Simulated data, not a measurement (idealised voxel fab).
voxel capacitor over wiring: a process module
Shown is cross-section cut, with a width of 300 nm and square cells of size 5 nm.
A cross-section in this document is a grid of square cells, and it is written down as bands, the top band listed before the ones below it; a band is made up of one or more rows of cells.
The band entry comprises the height of the band's top followed by the height of its bottom, expressed in nm, and subsequently the band's materials from left to right, each stated together with its width in nm. Where a single material is marked with the word "all across", that material fills the band from edge to edge. The word "blank" represents empty space.
Height reference: 0 = level under which incoming wafer is all one material. Lowest band: no bottom, runs on downward, e.g. "0 down".
With a width like "30 to 40", each row of cells in the band differs from the next by the same amount, the top row carrying the first number and the bottom row the second.
What does "no modifications" mean for a step? It means no cell of the cross-section changed in that step.
The entry "Closed void listing" lists the empty spaces that cover at least 8 cells and have no open path to the top. Each is written as width x height at distance, where the distance is measured from the left edge and all three values are in nm.
On a step's line, text after the settings is the simulator commenting on that step.
The line of a step may include "overlay nm". On a step with a mask, this value is how far to the right of its planned place the mask lay. A negative value means the mask lay to the left.
THE FOLLOWING LIST GIVES THE PLANNED PROCESS STEPS
1: RECEIVE (material Si)
2: CONFORMAL_DEP (material SiO2; thk nm 10)
3: CONFORMAL_DEP (material SiN; thk nm 5)
4: DIRECTIONAL_DEP (material SiO2; thk nm 15)
5: PATTERN (tone open; mask id METAL_1; material resist; width nm 25; pitch nm 90; thk nm 20; overlay nm 0)
6: DIRECTIONAL_ETCH (etch materials SiO2; depth nm 15)
7: DIRECTIONAL_ETCH (etch materials SiN; depth nm 5)
8: STRIP (etch materials resist)
9: CONFORMAL_DEP (material TiN; thk nm 5)
10: FILL_DEP (material Cu; thk nm 5)
11: CMP (height nm 30)
12: CONFORMAL_DEP (material SiCN; thk nm 5)
13: DIRECTIONAL_DEP (material lowk; thk nm 10)
14: MASKED_ETCH (tone open; mask id PLUG_1; width nm 15; etch materials lowk; depth nm 10; overlay nm 0)
15: MASKED_ETCH (tone open; mask id PLUG_1; width nm 15; etch materials SiCN; depth nm 5; overlay nm 0)
16: EPI (material Ru; thk nm 10)
17: EPI (material Ru; thk nm 5)
18: DIRECTIONAL_DEP (material TiN; thk nm 5)
19: DIRECTIONAL_DEP (material HfO2; thk nm 5)
20: DIRECTIONAL_DEP (material TiN; thk nm 5)
21: PATTERN (tone cover; mask id UPPER_PLATE; material resist; width nm 70; thk nm 15; overlay nm 0)
22: DIRECTIONAL_ETCH (etch materials TiN; depth nm 5)
23: DIRECTIONAL_ETCH (etch materials HfO2; depth nm 5)
24: STRIP (etch materials resist)
25: MASKED_ETCH (tone cover; mask id LOWER_PLATE; width nm 80; etch materials TiN; depth nm 5; overlay nm 0)
26: FILL_DEP (material SiO2; thk nm 20)
27: CMP (height nm 75)
28: MASKED_ETCH (tone open; mask id PLUG_2; width nm 15; etch materials SiO2; depth nm 15; overlay nm 0)
29: CONFORMAL_DEP (material TiN; thk nm 5)
30: FILL_DEP (material Cu; thk nm 5)
31: CMP (height nm 75)
32: CONFORMAL_DEP (material SiN; thk nm 5)
FIRST OUT OF TWO WAFERS; RUN WENT TO PLAN
AS RECEIVED (POST STEP 1): CROSS-SECTION
0 down  Si all across
Closed void listing: none
WAFER SECTION VIEW AFTER PROCESSING STEP 2
10 to 0  SiO2 all across
Unchanged below 0.
WAFER SECTION VIEW AFTER PROCESSING STEP 3
15 to 10  SiN all across
Unchanged below 10.
WAFER SECTION VIEW AFTER PROCESSING STEP 4
30 to 15  SiO2 all across
Unchanged below 15.
WAFER SECTION VIEW AFTER PROCESSING STEP 5
50 to 30  resist=90; blank=25; resist=65; blank=25; resist=95
Unchanged below 30.
WAFER SECTION VIEW AFTER PROCESSING STEP 6
50 to 30  resist=90; blank=25; resist=65; blank=25; resist=95
30 to 15  SiO2=90; blank=25; SiO2=65; blank=25; SiO2=95
Unchanged below 15.
WAFER SECTION VIEW AFTER PROCESSING STEP 7
50 to 30  resist=90; blank=25; resist=65; blank=25; resist=95
30 to 15  SiO2=90; blank=25; SiO2=65; blank=25; SiO2=95
15 to 10  SiN=90; blank=25; SiN=65; blank=25; SiN=95
Unchanged below 10.
WAFER SECTION VIEW AFTER PROCESSING STEP 8
30 to 15  SiO2=90; blank=25; SiO2=65; blank=25; SiO2=95
Unchanged below 15.
WAFER SECTION VIEW AFTER PROCESSING STEP 9
35 to 30  TiN=95; blank=15; TiN=75; blank=15; TiN=100
30 to 15  SiO2=90; TiN=5; blank=15; TiN=5; SiO2=65; TiN=5; blank=15; TiN=5; SiO2=95
15 to 10  SiN=90; TiN=25; SiN=65; TiN=25; SiN=95
Unchanged below 10.
WAFER SECTION VIEW AFTER PROCESSING STEP 10
40 to 35  Cu all across
35 to 30  TiN=95; Cu=15; TiN=75; Cu=15; TiN=100
30 to 15  SiO2=90; TiN=5; Cu=15; TiN=5; SiO2=65; TiN=5; Cu=15; TiN=5; SiO2=95
Unchanged below 15.
WAFER SECTION VIEW AFTER PROCESSING STEP 11
30 to 15  SiO2=90; TiN=5; Cu=15; TiN=5; SiO2=65; TiN=5; Cu=15; TiN=5; SiO2=95
Unchanged below 15.
WAFER SECTION VIEW AFTER PROCESSING STEP 12
35 to 30  SiCN all across
Unchanged below 30.
WAFER SECTION VIEW AFTER PROCESSING STEP 13
45 to 35  lowk all across
Unchanged below 35.
WAFER SECTION VIEW AFTER PROCESSING STEP 14
45 to 35  lowk=100; blank=15; lowk=185
Unchanged below 35.
WAFER SECTION VIEW AFTER PROCESSING STEP 15
45 to 35  lowk=100; blank=15; lowk=185
35 to 30  SiCN=100; blank=15; SiCN=185
Unchanged below 30.
WAFER SECTION VIEW AFTER PROCESSING STEP 16
45 to 40  lowk=100; blank=15; lowk=185
40 to 35  lowk=100; Ru=15; lowk=185
35 to 30  SiCN=100; Ru=15; SiCN=185
Unchanged below 30.
WAFER SECTION VIEW AFTER PROCESSING STEP 17
45 to 35  lowk=100; Ru=15; lowk=185
Unchanged below 35.
WAFER SECTION VIEW AFTER PROCESSING STEP 18
50 to 45  TiN all across
Unchanged below 45.
WAFER SECTION VIEW AFTER PROCESSING STEP 19
55 to 50  HfO2 all across
Unchanged below 50.
WAFER SECTION VIEW AFTER PROCESSING STEP 20
60 to 55  TiN all across
Unchanged below 55.
WAFER SECTION VIEW AFTER PROCESSING STEP 21
75 to 60  blank=100; resist=70; blank=130
Unchanged below 60.
WAFER SECTION VIEW AFTER PROCESSING STEP 22
75 to 60  blank=100; resist=70; blank=130
60 to 55  blank=100; TiN=70; blank=130
Unchanged below 55.
WAFER SECTION VIEW AFTER PROCESSING STEP 23
75 to 60  blank=100; resist=70; blank=130
60 to 55  blank=100; TiN=70; blank=130
55 to 50  blank=100; HfO2=70; blank=130
Unchanged below 50.
WAFER SECTION VIEW AFTER PROCESSING STEP 24
60 to 55  blank=100; TiN=70; blank=130
Unchanged below 55.
WAFER SECTION VIEW AFTER PROCESSING STEP 25
60 to 55  blank=100; TiN=70; blank=130
55 to 50  blank=100; HfO2=70; blank=130
50 to 45  blank=95; TiN=80; blank=125
Unchanged below 45.
WAFER SECTION VIEW AFTER PROCESSING STEP 26
80 to 60  SiO2 all across
60 to 55  SiO2=100; TiN=70; SiO2=130
55 to 50  SiO2=100; HfO2=70; SiO2=130
50 to 45  SiO2=95; TiN=80; SiO2=125
Unchanged below 45.
WAFER SECTION VIEW AFTER PROCESSING STEP 27
75 to 60  SiO2 all across
Unchanged below 60.
WAFER SECTION VIEW AFTER PROCESSING STEP 28
75 to 60  SiO2=110; blank=15; SiO2=175
Unchanged below 60.
WAFER SECTION VIEW AFTER PROCESSING STEP 29
80 to 75  TiN=115; blank=5; TiN=180
75 to 65  SiO2=110; TiN=5; blank=5; TiN=5; SiO2=175
65 to 55  SiO2=110 to 100; TiN=15 to 70; SiO2=175 to 130
Unchanged below 55.
WAFER SECTION VIEW AFTER PROCESSING STEP 30
85 to 80  Cu all across
80 to 75  TiN=115; Cu=5; TiN=180
75 to 65  SiO2=110; TiN=5; Cu=5; TiN=5; SiO2=175
Unchanged below 65.
WAFER SECTION VIEW AFTER PROCESSING STEP 31
75 to 65  SiO2=110; TiN=5; Cu=5; TiN=5; SiO2=175
Unchanged below 65.
WAFER SECTION VIEW AFTER PROCESSING STEP 32
80 to 75  SiN all across
Unchanged below 75.
WAFER TWO. SAME START, SAME PLAN, ONE SLIP IN EXECUTION. SAME AS WAFER ONE THROUGH STEP 16, INCLUSIVE
CROSS-SECTION OF THE SECOND WAFER AT THE TIME STEP 17 OF THE PLAN SHOULD HAVE ENDED
50 to 45  TiN=100; blank=15; TiN=185
45 to 40  lowk=100; TiN=15; lowk=185
Unchanged below 40.
CROSS-SECTION OF THE SECOND WAFER AT THE TIME STEP 18 OF THE PLAN SHOULD HAVE ENDED
55 to 50  Ru=105; blank=5; Ru=190
50 to 45  TiN=100; Ru=15; TiN=185
Unchanged below 45.
CROSS-SECTION OF THE SECOND WAFER AT THE TIME STEP 19 OF THE PLAN SHOULD HAVE ENDED
60 to 55  HfO2=105; blank=5; HfO2=190
55 to 50  Ru=105; HfO2=5; Ru=190
Unchanged below 50.
CROSS-SECTION OF THE SECOND WAFER AT THE TIME STEP 20 OF THE PLAN SHOULD HAVE ENDED
65 to 60  TiN=105; blank=5; TiN=190
60 to 55  HfO2=105; TiN=5; HfO2=190
Unchanged below 55.
CROSS-SECTION OF THE SECOND WAFER AT THE TIME STEP 21 OF THE PLAN SHOULD HAVE ENDED
80 to 65  blank=100; resist=70; blank=130
65 to 60  TiN=105; resist=5; TiN=190
Unchanged below 60.
CROSS-SECTION OF THE SECOND WAFER AT THE TIME STEP 22 OF THE PLAN SHOULD HAVE ENDED
80 to 65  blank=100; resist=70; blank=130
65 to 60  blank=100; TiN=5; resist=5; TiN=60; blank=130
Unchanged below 60.
CROSS-SECTION OF THE SECOND WAFER AT THE TIME STEP 23 OF THE PLAN SHOULD HAVE ENDED
80 to 65  blank=100; resist=70; blank=130
65 to 60  blank=100; TiN=5; resist=5; TiN=60; blank=130
60 to 55  blank=100; HfO2=5; TiN=5; HfO2=60; blank=130
Unchanged below 55.
CROSS-SECTION OF THE SECOND WAFER AT THE TIME STEP 24 OF THE PLAN SHOULD HAVE ENDED
65 to 60  blank=100; TiN=5; blank=5; TiN=60; blank=130
Unchanged below 60.
Cross-section of the second wafer at the time step 25 of the plan should have ended: no modifications
CROSS-SECTION OF THE SECOND WAFER AT THE TIME STEP 26 OF THE PLAN SHOULD HAVE ENDED
85 to 65  SiO2 all across
65 to 60  SiO2=100; TiN=5; SiO2=5; TiN=60; SiO2=130
60 to 55  SiO2=100; HfO2=5; TiN=5; HfO2=60; SiO2=130
Unchanged below 55.
CROSS-SECTION OF THE SECOND WAFER AT THE TIME STEP 27 OF THE PLAN SHOULD HAVE ENDED
75 to 65  SiO2 all across
Unchanged below 65.
CROSS-SECTION OF THE SECOND WAFER AT THE TIME STEP 28 OF THE PLAN SHOULD HAVE ENDED
75 to 65  SiO2=110; blank=15; SiO2=175
Unchanged below 65.
CROSS-SECTION OF THE SECOND WAFER AT THE TIME STEP 29 OF THE PLAN SHOULD HAVE ENDED
80 to 75  TiN=115; blank=5; TiN=180
75 to 70  SiO2=110; TiN=5; blank=5; TiN=5; SiO2=175
70 to 65  SiO2=110; TiN=15; SiO2=175
Unchanged below 65.
CROSS-SECTION OF THE SECOND WAFER AT THE TIME STEP 30 OF THE PLAN SHOULD HAVE ENDED
85 to 80  Cu all across
80 to 75  TiN=115; Cu=5; TiN=180
75 to 70  SiO2=110; TiN=5; Cu=5; TiN=5; SiO2=175
Unchanged below 70.
CROSS-SECTION OF THE SECOND WAFER AT THE TIME STEP 31 OF THE PLAN SHOULD HAVE ENDED
75 to 70  SiO2=110; TiN=5; Cu=5; TiN=5; SiO2=175
Unchanged below 70.
CROSS-SECTION OF THE SECOND WAFER AT THE TIME STEP 32 OF THE PLAN SHOULD HAVE ENDED
80 to 75  SiN all across
Unchanged below 75.
Nonconformance to the process plan: sequence error: steps 17 and 18 interchanged
In the final state, the cell counts of the second wafer exceed or fall short of those of the first for the following materials: Cu -1; Ru +59; SiO2 -100; TiN +42
